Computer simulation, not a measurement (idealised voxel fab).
Process module heading - voxel gate over fins
Xsec cut, 300 nm wide, square cell size 5 nm.
Heads up, the way a cross-section reads in here is a grid of square cells, handed over as bands from the top down, with every band being one or more rows of cells. Each band's line starts with the height of the band's top and of its bottom, in nm. Then come its materials from left to right, each with its width in nm. One material with "full width" fills the band from edge to edge. "blank" is empty space. Height 0 is the level under which the wafer as received is all one material. The lowest band goes on downwards, as in "0 and below". Quick explanation for "30 to 40": the width changes in equal steps down the rows of cells, from the first number in the band's top row to the second number in its bottom row. When a step is marked "nothing different", none of the cells in the cross-section changed during that step. The label "Listed closed voids" introduces a list of the empty spaces, 8 cells or larger, that have no open way up to the top; each entry in it reads width x height at distance, where the distance is taken from the left edge and all three are stated in nm. What comes after the settings on a step's line is commentary from the simulator itself on that step. overlay nm: for a step with a mask, the amount by which the mask lay right of where it was planned; a negative amount means left of it.

**The following list gives the planned process steps**
1,RECEIVE,material Si
2,CONFORMAL_DEP,material SiN,thk nm 5
3,MASKED_ETCH,tone cover,mask id FINS,width nm 15,pitch nm 45,etch materials SiN,depth nm 5,overlay nm 0
4,MASKED_ETCH,tone cover,mask id FINS,width nm 15,pitch nm 45,etch materials Si,depth nm 35,overlay nm 0
5,FILL_DEP,material SiO2,thk nm 5
6,CMP,height nm 5
7,SELECTIVE_ETCH,etch materials SiO2,depth nm 20
8,STRIP,etch materials SiN
9,CONFORMAL_DEP,material HfO2,thk nm 5
10,CONFORMAL_DEP,material TiN,thk nm 5
11,CONFORMAL_DEP,material TiAl,thk nm 5
12,CONFORMAL_DEP,material TiN,thk nm 5
13,FILL_DEP,material W,thk nm 10
14,CMP,height nm 25
15,CONFORMAL_DEP,material SiCN,thk nm 5

**Cross-section, incoming material, after step 1**
    0 and below = Si full width
    Listed closed voids: none

**Post-module cross-section: identical start and plan to those above, one misstep in execution**
    30 down to 25 = SiCN full width
    25 down to 15 = W full width
    15 down to 10 = W 105 / TiN 90 / W 105
    10 down to 5 = W 105 / TiN 5 / TiAl 35 / TiN 10 / TiAl 35 / TiN 5 / W 105
    5 down to 0 = W 105 / TiN 5 / TiAl 5 / TiN 25 / TiAl 5 / TiN 10 / TiAl 5 / TiN 25 / TiAl 5 / TiN 5 / W 105
    0 down to -5 = TiN 110 / TiAl 5 / TiN 5 / Si 15 / TiN 5 / TiAl 5 / TiN 10 / TiAl 5 / TiN 5 / Si 15 / TiN 5 / TiAl 5 / TiN 110
    -5 down to -10 = TiAl 115 / TiN 5 / Si 15 / TiN 5 / TiAl 20 / TiN 5 / Si 15 / TiN 5 / TiAl 115
    -10 down to -15 = TiN 120 / Si 15 / TiN 30 / Si 15 / TiN 120
    -15 down to -35 = SiO2 120 / Si 15 / SiO2 30 / Si 15 / SiO2 120
    -35 and below = Si full width
    Listed closed voids: none
Nonconformance to the process plan: heads up, step 9 of the plan was skipped and never actually ran
